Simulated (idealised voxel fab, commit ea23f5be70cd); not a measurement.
process module | voxel self aligned vias
cross-section cut | 285 nm wide | cells 5 nm
A cross-section is a grid of square cells, given in bands from the top down. A band is one or more rows of cells.
Each band's line starts with the height of the band's top and of its bottom, in nm. Then come its materials from left to right, each with its width in nm. One material with "throughout" fills the band from edge to edge. "air" is empty space.
Height 0 is the level under which the wafer as received is all one material. The lowest band goes on downwards, as in "0 down".
A width such as "30 to 40" changes by the same amount from each row of cells to the next, from the band's top row to its bottom row.
"no change" after a step means that no cell of the cross-section changed.
closed voids: empty space of 8 cells or more with no open way to the top, each as width x height at its distance from the left edge, in nm
after a step's settings: what the simulator itself notes on the step
overlay nm, on a step with a mask: how far to the right of its planned place the mask lay; to the left if negative
plan
1 op RECEIVE | material Si
2 op CONFORMAL_DEP | material SiO2 | thk nm 10
3 op CONFORMAL_DEP | material SiCN | thk nm 5
4 op DIRECTIONAL_DEP | material lowk | thk nm 20
5 op DIRECTIONAL_DEP | material aC | thk nm 15
6 op PATTERN | tone open | mask id LINES | material resist | width nm 25 | pitch nm 55 | thk nm 35 | overlay nm 0
7 op DIRECTIONAL_ETCH | etch materials aC | depth nm 15
8 op STRIP | etch materials resist
9 op DIRECTIONAL_ETCH | etch materials lowk | depth nm 20
10 op STRIP | etch materials aC
11 op CONFORMAL_DEP | material TiN | thk nm 5
12 op FILL_DEP | material Ru | thk nm 10
13 op CMP | height nm 35
14 op SELECTIVE_ETCH | etch materials W Ru TiN | depth nm 10
15 op FILL_DEP | material SiN | thk nm 10
16 op CMP | height nm 35
17 op DIRECTIONAL_DEP | material lowk | thk nm 15
18 op DIRECTIONAL_DEP | material aC | thk nm 15
19 op PATTERN | tone open | mask id VIAS | material resist | width nm 35 | pitch nm 110 | thk nm 35 | overlay nm 0
20 op DIRECTIONAL_ETCH | etch materials aC | depth nm 15
21 op STRIP | etch materials resist
22 op DIRECTIONAL_ETCH | etch materials lowk | depth nm 15
23 op DIRECTIONAL_ETCH | etch materials SiN | depth nm 10
24 op STRIP | etch materials aC
25 op CONFORMAL_DEP | material TiN | thk nm 5
26 op FILL_DEP | material W | thk nm 10
27 op CMP | height nm 50
28 op CONFORMAL_DEP | material SiN | thk nm 5
as received, after step 1
  0 down: Si throughout
  closed voids: none
first wafer at the end, as planned
  55 to 50: SiN throughout
  50 to 40: lowk 70 | TiN 5 | W 25 | TiN 5 | lowk 75 | TiN 5 | W 25 | TiN 5 | lowk 70
  40 to 35: lowk 70 | TiN 10 | W 15 | TiN 10 | lowk 75 | TiN 10 | W 15 | TiN 10 | lowk 70
  35 to 30: lowk 75 | TiN 5 | W 15 | TiN 5 | lowk 30 | SiN 25 | lowk 30 | TiN 5 | W 15 | TiN 5 | lowk 75
  30 to 25: lowk 75 | TiN 25 | lowk 30 | SiN 25 | lowk 30 | TiN 25 | lowk 75
  25 to 20: lowk 75 | TiN 5 | Ru 15 | TiN 5 | lowk 30 | TiN 5 | Ru 15 | TiN 5 | lowk 30 | TiN 5 | Ru 15 | TiN 5 | lowk 75
  20 to 15: lowk 75 | TiN 25 | lowk 30 | TiN 25 | lowk 30 | TiN 25 | lowk 75
  15 to 10: SiCN throughout
  10 to 0: SiO2 throughout
  0 down: Si throughout
  closed voids: none
second wafer at the end: like start, like plan, one mistake
  55 to 50: SiN throughout
  50 to 35: lowk 70 | TiN 5 | W 25 | TiN 5 | lowk 75 | TiN 5 | W 25 | TiN 5 | lowk 70
  35 to 30: SiN 70 | TiN 10 | W 15 | TiN 10 | SiN 75 | TiN 10 | W 15 | TiN 10 | SiN 70
  30 to 25: lowk 75 | TiN 25 | lowk 30 | SiN 25 | lowk 30 | TiN 25 | lowk 75
  25 to 15: lowk 75 | TiN 5 | Ru 15 | TiN 5 | lowk 30 | TiN 5 | Ru 15 | TiN 5 | lowk 30 | TiN 5 | Ru 15 | TiN 5 | lowk 75
  15 to 10: lowk 75 | TiN 25 | lowk 30 | TiN 25 | lowk 30 | TiN 25 | lowk 75
  10 to 0: SiO2 throughout
  0 down: Si throughout
  closed voids: none
what went wrong: step 3 was left out
at the end the second wafer has, in cells: 9 more of Ru | 57 fewer of SiCN | 38 more of SiN | 6 more of TiN | 4 more of W
